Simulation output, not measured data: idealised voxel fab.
Herein follows the process module entitled voxel ribs on slabs.
Square cell edge 5 nm, section width 190 nm, ID cut.
Square cells in a grid make up a cross-section in this document, and the grid is given as bands, listed from the top down, each one or more rows of cells.
This entry defines a band. It first specifies the height of the band's top and the height of its bottom in nm, and then specifies the band's materials from left to right, stating each material with its width in nm. The word "edge to edge" identifies a single material that fills the band from edge to edge, while the word "blank" identifies empty space.
Beneath 0, the wafer as received is one material, and that level is where height counting begins. The lowest band goes on downward without a bottom; it is written like "0..down".
A width such as "30->40" changes by the same amount from each row of cells to the next, from the band's top row to its bottom row.
Key: "everything unchanged" - step with no changed cell in the cross-section.
Look at "Enclosed void list" for the closed voids: empty spaces with no open path to the top, sized 8 cells or up. Each is width x height at distance, distance from the left edge, all nm.
If you see something after the settings on a step's line, that's the simulator's own remark about that step.
The line of a step may include "overlay nm". On a step with a mask, this value is how far to the right of its planned place the mask lay. A negative value means the mask lay to the left.

-- The process steps that were planned are listed below
1. RECEIVE,material Si
2. DIRECTIONAL_DEP,material SiO2,thk nm 20
3. DIRECTIONAL_DEP,material polySi,thk nm 25
4. DIRECTIONAL_DEP,material aC,thk nm 10
5. PATTERN,tone cover,mask id RIB,material resist,width nm 25,thk nm 25,overlay nm 0
6. DIRECTIONAL_ETCH,etch materials aC,depth nm 10
7. STRIP,etch materials resist
8. DIRECTIONAL_ETCH,etch materials polySi,depth nm 10
9. STRIP,etch materials aC
10. PATTERN,tone cover,mask id SLAB,material resist,width nm 75,thk nm 20,overlay nm 0
11. DIRECTIONAL_ETCH,etch materials polySi,depth nm 15
12. STRIP,etch materials resist
13. FILL_DEP,material SiO2,thk nm 25
14. CMP,height nm 65
15. DIRECTIONAL_DEP,material W,thk nm 5
16. MASKED_ETCH,tone cover,mask id HEATER,width nm 35,etch materials W,depth nm 5,overlay nm 0
17. CONFORMAL_DEP,material SiN,thk nm 5

-- As-received wafer cross-section (after step 1)
  0..down: Si edge to edge
  Enclosed void list: none

-- As-planned run: cross-section of the first of two wafers at end of module
  75..70: blank (70), then SiN (45), then blank (75)
  70..65: SiN (75), then W (35), then SiN (80)
  65..45: SiO2 edge to edge
  45..35: SiO2 (80), then polySi (25), then SiO2 (85)
  35..20: SiO2 (55), then polySi (75), then SiO2 (60)
  20..0: SiO2 edge to edge
  0..down: Si edge to edge
  Enclosed void list: none

-- Cross-sectional image of the second wafer of the two following completion of the module. Starting state and process plan were the same as for the first wafer; one execution error occurred
  75..70: blank (70), then SiN (45), then blank (75)
  70..65: SiN (75), then W (35), then SiN (80)
  65..45: W edge to edge
  45..35: W (80), then polySi (25), then W (85)
  35..20: W (55), then polySi (75), then W (60)
  20..0: SiO2 edge to edge
  0..down: Si edge to edge
  Enclosed void list: none
What went wrong in running the wafer? step 13 ran with different settings than intended, the actual operation and settings being FILL_DEP,material W,thk nm 25
Final wafer comparison in cells, second versus first, more or fewer per material: SiO2 -287, W +287
